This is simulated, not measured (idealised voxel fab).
The process module that follows is named voxel ribs on slabs.
The width of the displayed cross-section, cut, is 235 nm; its cells are square, with a size of 5 nm.
For the purposes of this document, a cross-section shall be understood as a grid of square cells, specified as bands listed in top-to-bottom order, each band consisting of one or more rows of cells.
The entry gives the band's vertical extent as a top height and a bottom height in nm, then its horizontal make-up as materials from left to right, each with a width in nm. "blank" stands for empty space; a single material marked "everywhere" fills the band edge to edge.
Counting heights begins at 0, where everything beneath is, in the wafer as received, one material. The lowest band has no bottom; it goes on downwards, as "0 and below" shows.
You'd read "30 to 40" like this: the band's top row of cells is as wide as the first number, its bottom row is as wide as the second, and going down, every row changes width by the same amount as the row before did.
Key: "stayed the same" - step with no changed cell in the cross-section.
"Entrapped voids" lists enclosed empty spaces (at least 8 cells, no open path upward to the top), each as width x height at distance from the left edge, in nm.
Past the settings on a step's line: simulator remark, on that step.
overlay nm: how far to the right of its planned place the mask lay on this masked step (negative: to the left).
Process steps (planned)
1. RECEIVE,material Si
2. DIRECTIONAL_DEP,material SiO2,thk nm 20
3. DIRECTIONAL_DEP,material SiN,thk nm 25
4. DIRECTIONAL_DEP,material aC,thk nm 15
5. PATTERN,tone cover,mask id RIB,material resist,width nm 30,thk nm 35,overlay nm 0
6. DIRECTIONAL_ETCH,etch materials aC,depth nm 15
7. STRIP,etch materials resist
8. DIRECTIONAL_ETCH,etch materials SiN,depth nm 5
9. STRIP,etch materials aC
10. MASKED_ETCH,tone cover,mask id SLAB,width nm 60,etch materials SiN,depth nm 20,overlay nm 0
11. FILL_DEP,material SiO2,thk nm 15
12. CMP,height nm 55
13. DIRECTIONAL_DEP,material TiN,thk nm 5
14. PATTERN,tone cover,mask id HEATER,material resist,width nm 40,thk nm 20,overlay nm 0
15. DIRECTIONAL_ETCH,etch materials TiN,depth nm 5
16. STRIP,etch materials resist
17. CONFORMAL_DEP,material SiN,thk nm 5
First of the two wafers, run per plan
Incoming wafer, cross-sectional view, post step 1
> 0 and below  Si everywhere
> Entrapped voids: none
So this is the wafer cross-section right after step 2
> 20 down to 0  SiO2 everywhere
> At heights below 0, the structure remains unaltered.
So this is the wafer cross-section right after step 3
> 45 down to 20  SiN everywhere
> At heights below 20, the structure remains unaltered.
So this is the wafer cross-section right after step 4
> 60 down to 45  aC everywhere
> At heights below 45, the structure remains unaltered.
So this is the wafer cross-section right after step 5
> 95 down to 60  blank: 100, resist: 30, blank: 105
> At heights below 60, the structure remains unaltered.
So this is the wafer cross-section right after step 6
> 80 down to 60  blank: 100, resist: 30, blank: 105
> 60 down to 45  blank: 100, aC: 30, blank: 105
> At heights below 45, the structure remains unaltered.
So this is the wafer cross-section right after step 7
> 60 down to 45  blank: 100, aC: 30, blank: 105
> At heights below 45, the structure remains unaltered.
So this is the wafer cross-section right after step 8
> 60 down to 45  blank: 100, aC: 30, blank: 105
> 45 down to 40  blank: 100, SiN: 30, blank: 105
> At heights below 40, the structure remains unaltered.
So this is the wafer cross-section right after step 9
> 45 down to 40  blank: 100, SiN: 30, blank: 105
> At heights below 40, the structure remains unaltered.
So this is the wafer cross-section right after step 10
> 45 down to 40  blank: 100, SiN: 30, blank: 105
> 40 down to 20  blank: 85, SiN: 60, blank: 90
> At heights below 20, the structure remains unaltered.
So this is the wafer cross-section right after step 11
> 60 down to 45  SiO2 everywhere
> 45 down to 40  SiO2: 100, SiN: 30, SiO2: 105
> 40 down to 20  SiO2: 85, SiN: 60, SiO2: 90
> At heights below 20, the structure remains unaltered.
So this is the wafer cross-section right after step 12
> 55 down to 45  SiO2 everywhere
> At heights below 45, the structure remains unaltered.
So this is the wafer cross-section right after step 13
> 60 down to 55  TiN everywhere
> At heights below 55, the structure remains unaltered.
So this is the wafer cross-section right after step 14
> 80 down to 60  blank: 95, resist: 40, blank: 100
> At heights below 60, the structure remains unaltered.
So this is the wafer cross-section right after step 15
> 80 down to 60  blank: 95, resist: 40, blank: 100
> 60 down to 55  blank: 95, TiN: 40, blank: 100
> At heights below 55, the structure remains unaltered.
So this is the wafer cross-section right after step 16
> 60 down to 55  blank: 95, TiN: 40, blank: 100
> At heights below 55, the structure remains unaltered.
So this is the wafer cross-section right after step 17
> 65 down to 60  blank: 90, SiN: 50, blank: 95
> 60 down to 55  SiN: 95, TiN: 40, SiN: 100
> At heights below 55, the structure remains unaltered.
Wafer two. Identical start, identical plan. One mistake in execution. Identical history through step 2
The second wafer cut through, at the time step 3 was supposed to be finished
> 40 down to 20  SiN everywhere
> At heights below 20, the structure remains unaltered.
The second wafer cut through, at the time step 4 was supposed to be finished
> 55 down to 40  aC everywhere
> At heights below 40, the structure remains unaltered.
The second wafer cut through, at the time step 5 was supposed to be finished
> 90 down to 55  blank: 100, resist: 30, blank: 105
> At heights below 55, the structure remains unaltered.
The second wafer cut through, at the time step 6 was supposed to be finished
> 75 down to 55  blank: 100, resist: 30, blank: 105
> 55 down to 40  blank: 100, aC: 30, blank: 105
> At heights below 40, the structure remains unaltered.
The second wafer cut through, at the time step 7 was supposed to be finished
> 55 down to 40  blank: 100, aC: 30, blank: 105
> At heights below 40, the structure remains unaltered.
The second wafer cut through, at the time step 8 was supposed to be finished
> 55 down to 40  blank: 100, aC: 30, blank: 105
> 40 down to 35  blank: 100, SiN: 30, blank: 105
> At heights below 35, the structure remains unaltered.
The second wafer cut through, at the time step 9 was supposed to be finished
> 40 down to 35  blank: 100, SiN: 30, blank: 105
> At heights below 35, the structure remains unaltered.
The second wafer cut through, at the time step 10 was supposed to be finished
> 40 down to 35  blank: 100, SiN: 30, blank: 105
> 35 down to 20  blank: 85, SiN: 60, blank: 90
> At heights below 20, the structure remains unaltered.
The second wafer cut through, at the time step 11 was supposed to be finished
> 55 down to 40  SiO2 everywhere
> 40 down to 35  SiO2: 100, SiN: 30, SiO2: 105
> 35 down to 20  SiO2: 85, SiN: 60, SiO2: 90
> At heights below 20, the structure remains unaltered.
The second wafer cut through, at the time step 12 was supposed to be finished: stayed the same
The second wafer cut through, at the time step 13 was supposed to be finished
> 60 down to 55  TiN everywhere
> At heights below 55, the structure remains unaltered.
The second wafer cut through, at the time step 14 was supposed to be finished
> 80 down to 60  blank: 95, resist: 40, blank: 100
> At heights below 60, the structure remains unaltered.
The second wafer cut through, at the time step 15 was supposed to be finished
> 80 down to 60  blank: 95, resist: 40, blank: 100
> 60 down to 55  blank: 95, TiN: 40, blank: 100
> At heights below 55, the structure remains unaltered.
The second wafer cut through, at the time step 16 was supposed to be finished
> 60 down to 55  blank: 95, TiN: 40, blank: 100
> At heights below 55, the structure remains unaltered.
The second wafer cut through, at the time step 17 was supposed to be finished
> 65 down to 60  blank: 90, SiN: 50, blank: 95
> 60 down to 55  SiN: 95, TiN: 40, SiN: 100
> At heights below 55, the structure remains unaltered.
What was the processing mistake? step 3 did not happen as planned, as run it was DIRECTIONAL_DEP,material SiN,thk nm 20
End of process, cell counts, second wafer against first, materials with more or fewer: -12 SiN | +12 SiO2
